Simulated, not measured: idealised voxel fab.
Module name: voxel quadruple lines (process module)
Square cells of 5 nm make up the cross-section cut, whose width is 255 nm.
If you're reading a cross-section in this doc, picture square cells in a grid; it comes to you as bands, top ones listed first down to the bottom, and a band can be one or more rows of cells. First you get the band's top height and its bottom height, in nm, and then the materials it's made of, left to right, with each width in nm. If you see a single material with "everywhere", that one covers the band edge to edge. "blank" is empty space. All heights in this document are referenced to 0, defined as the level beneath which the wafer, as received, consists entirely of one material. The lowest band is not bounded below; it extends indefinitely downward and is written in the form "0 -> down". With a width like "30 to 40", each row of cells in the band differs from the next by the same amount, the top row carrying the first number and the bottom row the second. A step reported as "identical to before" is a step in which no cell of the cross-section changed. The label "Fully closed voids" introduces a list of the empty spaces, 8 cells or larger, that have no open way up to the top; each entry in it reads width x height at distance, where the distance is taken from the left edge and all three are stated in nm. Anything after a step's settings on that line? It's the simulator's own note about the step. overlay nm: for a step with a mask, the amount by which the mask lay right of where it was planned; a negative amount means left of it.

Planned process steps
step 1: RECEIVE, material Si
step 2: CONFORMAL_DEP, material Al2O3, thk nm 5
step 3: DIRECTIONAL_DEP, material W, thk nm 15
step 4: DIRECTIONAL_DEP, material polySi, thk nm 20
step 5: DIRECTIONAL_DEP, material aC, thk nm 20
step 6: PATTERN, tone cover, mask id MANDREL, material resist, width nm 20, pitch nm 60, thk nm 25, overlay nm 0
step 7: DIRECTIONAL_ETCH, etch materials aC, depth nm 20
step 8: STRIP, etch materials resist
step 9: CONFORMAL_DEP, material SiO2, thk nm 10
step 10: DIRECTIONAL_ETCH, etch materials SiO2, depth nm 10
step 11: STRIP, etch materials aC
step 12: DIRECTIONAL_ETCH, etch materials polySi, depth nm 20
step 13: STRIP, etch materials SiO2
step 14: CONFORMAL_DEP, material SiN, thk nm 5
step 15: DIRECTIONAL_ETCH, etch materials SiN, depth nm 5
step 16: STRIP, etch materials polySi
step 17: DIRECTIONAL_ETCH, etch materials W, depth nm 15
step 18: STRIP, etch materials SiN
step 19: FILL_DEP, material lowk, thk nm 5
step 20: CMP, height nm 20

First wafer of two (run as planned)

This is the cross-section of the wafer as we received it, i.e. after step 1
    0 -> down | Si everywhere
    Fully closed voids: none

The wafer in cross-section once step 2 is complete
    5 -> 0 | Al2O3 everywhere
    Below 0 it's all the same as before, nothing changed down there.

The wafer in cross-section once step 3 is complete
    20 -> 5 | W everywhere
    Below 5 it's all the same as before, nothing changed down there.

The wafer in cross-section once step 4 is complete
    40 -> 20 | polySi everywhere
    Below 20 it's all the same as before, nothing changed down there.

The wafer in cross-section once step 5 is complete
    60 -> 40 | aC everywhere
    Below 40 it's all the same as before, nothing changed down there.

The wafer in cross-section once step 6 is complete
    85 -> 60 | 85 of blank  20 of resist  40 of blank  20 of resist  90 of blank
    Below 60 it's all the same as before, nothing changed down there.

The wafer in cross-section once step 7 is complete
    65 -> 60 | 85 of blank  20 of resist  40 of blank  20 of resist  90 of blank
    60 -> 40 | 85 of blank  20 of aC  40 of blank  20 of aC  90 of blank
    Below 40 it's all the same as before, nothing changed down there.

The wafer in cross-section once step 8 is complete
    60 -> 40 | 85 of blank  20 of aC  40 of blank  20 of aC  90 of blank
    Below 40 it's all the same as before, nothing changed down there.

The wafer in cross-section once step 9 is complete
    70 -> 60 | 75 of blank  40 of SiO2  20 of blank  40 of SiO2  80 of blank
    60 -> 50 | 75 of blank  10 of SiO2  20 of aC  10 of SiO2  20 of blank  10 of SiO2  20 of aC  10 of SiO2  80 of blank
    50 -> 40 | 85 of SiO2  20 of aC  40 of SiO2  20 of aC  90 of SiO2
    Below 40 it's all the same as before, nothing changed down there.

The wafer in cross-section once step 10 is complete
    60 -> 40 | 75 of blank  10 of SiO2  20 of aC  10 of SiO2  20 of blank  10 of SiO2  20 of aC  10 of SiO2  80 of blank
    Below 40 it's all the same as before, nothing changed down there.

The wafer in cross-section once step 11 is complete
    60 -> 40 | 75 of blank  10 of SiO2  20 of blank  10 of SiO2  20 of blank  10 of SiO2  20 of blank  10 of SiO2  80 of blank
    Below 40 it's all the same as before, nothing changed down there.

The wafer in cross-section once step 12 is complete
    60 -> 40 | 75 of blank  10 of SiO2  20 of blank  10 of SiO2  20 of blank  10 of SiO2  20 of blank  10 of SiO2  80 of blank
    40 -> 20 | 75 of blank  10 of polySi  20 of blank  10 of polySi  20 of blank  10 of polySi  20 of blank  10 of polySi  80 of blank
    Below 20 it's all the same as before, nothing changed down there.

The wafer in cross-section once step 13 is complete
    40 -> 20 | 75 of blank  10 of polySi  20 of blank  10 of polySi  20 of blank  10 of polySi  20 of blank  10 of polySi  80 of blank
    Below 20 it's all the same as before, nothing changed down there.

The wafer in cross-section once step 14 is complete
    45 -> 40 | 70 of blank  20 of SiN  10 of blank  20 of SiN  10 of blank  20 of SiN  10 of blank  20 of SiN  75 of blank
    40 -> 25 | 70 of blank  5 of SiN  10 of polySi  5 of SiN  10 of blank  5 of SiN  10 of polySi  5 of SiN  10 of blank  5 of SiN  10 of polySi  5 of SiN  10 of blank  5 of SiN  10 of polySi  5 of SiN  75 of blank
    25 -> 20 | 75 of SiN  10 of polySi  20 of SiN  10 of polySi  20 of SiN  10 of polySi  20 of SiN  10 of polySi  80 of SiN
    Below 20 it's all the same as before, nothing changed down there.

The wafer in cross-section once step 15 is complete
    40 -> 20 | 70 of blank  5 of SiN  10 of polySi  5 of SiN  10 of blank  5 of SiN  10 of polySi  5 of SiN  10 of blank  5 of SiN  10 of polySi  5 of SiN  10 of blank  5 of SiN  10 of polySi  5 of SiN  75 of blank
    Below 20 it's all the same as before, nothing changed down there.

The wafer in cross-section once step 16 is complete
    40 -> 20 | 70 of blank  5 of SiN  10 of blank  5 of SiN  10 of blank  5 of SiN  10 of blank  5 of SiN  10 of blank  5 of SiN  10 of blank  5 of SiN  10 of blank  5 of SiN  10 of blank  5 of SiN  75 of blank
    Below 20 it's all the same as before, nothing changed down there.

The wafer in cross-section once step 17 is complete
    40 -> 20 | 70 of blank  5 of SiN  10 of blank  5 of SiN  10 of blank  5 of SiN  10 of blank  5 of SiN  10 of blank  5 of SiN  10 of blank  5 of SiN  10 of blank  5 of SiN  10 of blank  5 of SiN  75 of blank
    20 -> 5 | 70 of blank  5 of W  10 of blank  5 of W  10 of blank  5 of W  10 of blank  5 of W  10 of blank  5 of W  10 of blank  5 of W  10 of blank  5 of W  10 of blank  5 of W  75 of blank
    Below 5 it's all the same as before, nothing changed down there.

The wafer in cross-section once step 18 is complete
    20 -> 5 | 70 of blank  5 of W  10 of blank  5 of W  10 of blank  5 of W  10 of blank  5 of W  10 of blank  5 of W  10 of blank  5 of W  10 of blank  5 of W  10 of blank  5 of W  75 of blank
    Below 5 it's all the same as before, nothing changed down there.

The wafer in cross-section once step 19 is complete
    25 -> 20 | lowk everywhere
    20 -> 5 | 70 of lowk  5 of W  10 of lowk  5 of W  10 of lowk  5 of W  10 of lowk  5 of W  10 of lowk  5 of W  10 of lowk  5 of W  10 of lowk  5 of W  10 of lowk  5 of W  75 of lowk
    Below 5 it's all the same as before, nothing changed down there.

The wafer in cross-section once step 20 is complete
    20 -> 5 | 70 of lowk  5 of W  10 of lowk  5 of W  10 of lowk  5 of W  10 of lowk  5 of W  10 of lowk  5 of W  10 of lowk  5 of W  10 of lowk  5 of W  10 of lowk  5 of W  75 of lowk
    Below 5 it's all the same as before, nothing changed down there.

For the second wafer, take the first wafer's start and plan, then add one mistake made in running it; everything through step 5, that step included, is shared with the first

Second wafer cross-section, taken as of the time the plan sets for step 6 to be done
    85 -> 60 | 85 of resist  20 of blank  40 of resist  20 of blank  90 of resist
    Below 60 it's all the same as before, nothing changed down there.

Second wafer cross-section, taken as of the time the plan sets for step 7 to be done
    65 -> 60 | 85 of resist  20 of blank  40 of resist  20 of blank  90 of resist
    60 -> 40 | 85 of aC  20 of blank  40 of aC  20 of blank  90 of aC
    Below 40 it's all the same as before, nothing changed down there.

Second wafer cross-section, taken as of the time the plan sets for step 8 to be done
    60 -> 40 | 85 of aC  20 of blank  40 of aC  20 of blank  90 of aC
    Below 40 it's all the same as before, nothing changed down there.

Second wafer cross-section, taken as of the time the plan sets for step 9 to be done
    70 -> 60 | SiO2 everywhere
    60 -> 40 | 85 of aC  20 of SiO2  40 of aC  20 of SiO2  90 of aC
    Below 40 it's all the same as before, nothing changed down there.

Second wafer cross-section, taken as of the time the plan sets for step 10 to be done
    60 -> 40 | 85 of aC  20 of SiO2  40 of aC  20 of SiO2  90 of aC
    Below 40 it's all the same as before, nothing changed down there.

Second wafer cross-section, taken as of the time the plan sets for step 11 to be done
    60 -> 40 | 85 of blank  20 of SiO2  40 of blank  20 of SiO2  90 of blank
    Below 40 it's all the same as before, nothing changed down there.

Second wafer cross-section, taken as of the time the plan sets for step 12 to be done
    60 -> 40 | 85 of blank  20 of SiO2  40 of blank  20 of SiO2  90 of blank
    40 -> 20 | 85 of blank  20 of polySi  40 of blank  20 of polySi  90 of blank
    Below 20 it's all the same as before, nothing changed down there.

Second wafer cross-section, taken as of the time the plan sets for step 13 to be done
    40 -> 20 | 85 of blank  20 of polySi  40 of blank  20 of polySi  90 of blank
    Below 20 it's all the same as before, nothing changed down there.

Second wafer cross-section, taken as of the time the plan sets for step 14 to be done
    45 -> 40 | 80 of blank  30 of SiN  30 of blank  30 of SiN  85 of blank
    40 -> 25 | 80 of blank  5 of SiN  20 of polySi  5 of SiN  30 of blank  5 of SiN  20 of polySi  5 of SiN  85 of blank
    25 -> 20 | 85 of SiN  20 of polySi  40 of SiN  20 of polySi  90 of SiN
    Below 20 it's all the same as before, nothing changed down there.

Second wafer cross-section, taken as of the time the plan sets for step 15 to be done
    40 -> 20 | 80 of blank  5 of SiN  20 of polySi  5 of SiN  30 of blank  5 of SiN  20 of polySi  5 of SiN  85 of blank
    Below 20 it's all the same as before, nothing changed down there.

Second wafer cross-section, taken as of the time the plan sets for step 16 to be done
    40 -> 20 | 80 of blank  5 of SiN  20 of blank  5 of SiN  30 of blank  5 of SiN  20 of blank  5 of SiN  85 of blank
    Below 20 it's all the same as before, nothing changed down there.

Second wafer cross-section, taken as of the time the plan sets for step 17 to be done
    40 -> 20 | 80 of blank  5 of SiN  20 of blank  5 of SiN  30 of blank  5 of SiN  20 of blank  5 of SiN  85 of blank
    20 -> 5 | 80 of blank  5 of W  20 of blank  5 of W  30 of blank  5 of W  20 of blank  5 of W  85 of blank
    Below 5 it's all the same as before, nothing changed down there.

Second wafer cross-section, taken as of the time the plan sets for step 18 to be done
    20 -> 5 | 80 of blank  5 of W  20 of blank  5 of W  30 of blank  5 of W  20 of blank  5 of W  85 of blank
    Below 5 it's all the same as before, nothing changed down there.

Second wafer cross-section, taken as of the time the plan sets for step 19 to be done
    25 -> 20 | lowk everywhere
    20 -> 5 | 80 of lowk  5 of W  20 of lowk  5 of W  30 of lowk  5 of W  20 of lowk  5 of W  85 of lowk
    Below 5 it's all the same as before, nothing changed down there.

Second wafer cross-section, taken as of the time the plan sets for step 20 to be done
    20 -> 5 | 80 of lowk  5 of W  20 of lowk  5 of W  30 of lowk  5 of W  20 of lowk  5 of W  85 of lowk
    Below 5 it's all the same as before, nothing changed down there.
Error vs. plan: contrary to plan, step 6 was performed as PATTERN, tone open, mask id MANDREL, material resist, width nm 20, pitch nm 60, thk nm 25, overlay nm 0
Cell-count delta at end, second wafer over first, by material: 12 fewer of W | 12 more of lowk
